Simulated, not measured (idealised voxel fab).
Proc. module: voxel released beams
FYI the section here is cut, 270 nm wide, cells are 5 nm squares.
Bands, listed from the top down, are how a cross-section gets written in this document; the cross-section itself is a grid of square cells, and a band is one or more rows of them.
Band entry format. Leading values: height of top, height of bottom, nm. Remainder: materials in left-to-right order, each with its width in nm. Special words: "all across" on a single material, which then fills the band edge to edge; "air", empty space.
Heights are expressed relative to 0, this being the level below which the as-received wafer comprises one material exclusively. The lowest band is unbounded in the downward direction and is denoted as in "0 down".
You'd read "30 to 40" like this: the band's top row of cells is as wide as the first number, its bottom row is as wide as the second, and going down, every row changes width by the same amount as the row before did.
Where the words "same as before" appear for a step, the cross-section shows no cell changed by that step; every cell remained as before.
Empty spaces without an open route to the top, at least 8 cells in extent, make up the entry "Enclosed void inventory"; each is given as width x height at distance, where the distance is measured from the left edge, and all are in nm.
Read whatever lies past the settings on a step's line as the simulator's own remark about the step.
What "overlay nm" on a step's line means: if the step has a mask, that mask lay this far to the right of its planned place, or, when the value is negative, to the left.

Intended process steps
step 1: RECEIVE,material Si
step 2: CONFORMAL_DEP,material SiN,thk nm 10
step 3: DIRECTIONAL_DEP,material SiO2,thk nm 20
step 4: MASKED_ETCH,tone open,mask id ANCHOR,width nm 30,etch materials SiO2,depth nm 20,overlay nm 0
step 5: CONFORMAL_DEP,material polySi,thk nm 10
step 6: DIRECTIONAL_DEP,material aC,thk nm 10
step 7: PATTERN,tone cover,mask id BEAM,material resist,width nm 80,thk nm 25,overlay nm 0
step 8: DIRECTIONAL_ETCH,etch materials aC,depth nm 10
step 9: STRIP,etch materials resist
step 10: DIRECTIONAL_ETCH,etch materials polySi,depth nm 10
step 11: STRIP,etch materials aC
step 12: STRIP,etch materials SiO2
Split variable: width nm, step 7. Plan value = first wafer. Wafers start alike.

Cross-section, first of several wafers, as delivered after step 1
    0 down: Si all across
    Enclosed void inventory: none

Cross-sectional representation of the first of several wafers at the end of the module, i.e. after its terminal step, step 12
    40 to 30: air (90) / polySi (10) / air (10) / polySi (60) / air (100)
    30 to 20: air (90) / polySi (10) / air (10) / polySi (10) / air (150)
    20 to 10: air (90) / polySi (30) / air (150)
    10 to 0: SiN all across
    0 down: Si all across
    Enclosed void inventory: none

X-section, last wafer, module end
    40 to 30: air (80) / polySi (20) / air (10) / polySi (75) / air (85)
    30 to 20: air (90) / polySi (10) / air (10) / polySi (10) / air (150)
    20 to 10: air (90) / polySi (30) / air (150)
    10 to 0: SiN all across
    0 down: Si all across
    Enclosed void inventory: none

End of module, by wafer: material-by-material cell gain (+) or loss (-) since receipt, then closed voids
width nm 80 | +108 SiN | +48 polySi | Enclosed void inventory: none
width nm 85 | +108 SiN | +50 polySi | Enclosed void inventory: none
width nm 90 | +108 SiN | +52 polySi | Enclosed void inventory: none
width nm 95 | +108 SiN | +54 polySi | Enclosed void inventory: none
width nm 100 | +108 SiN | +56 polySi | Enclosed void inventory: none
width nm 105 | +108 SiN | +58 polySi | Enclosed void inventory: none
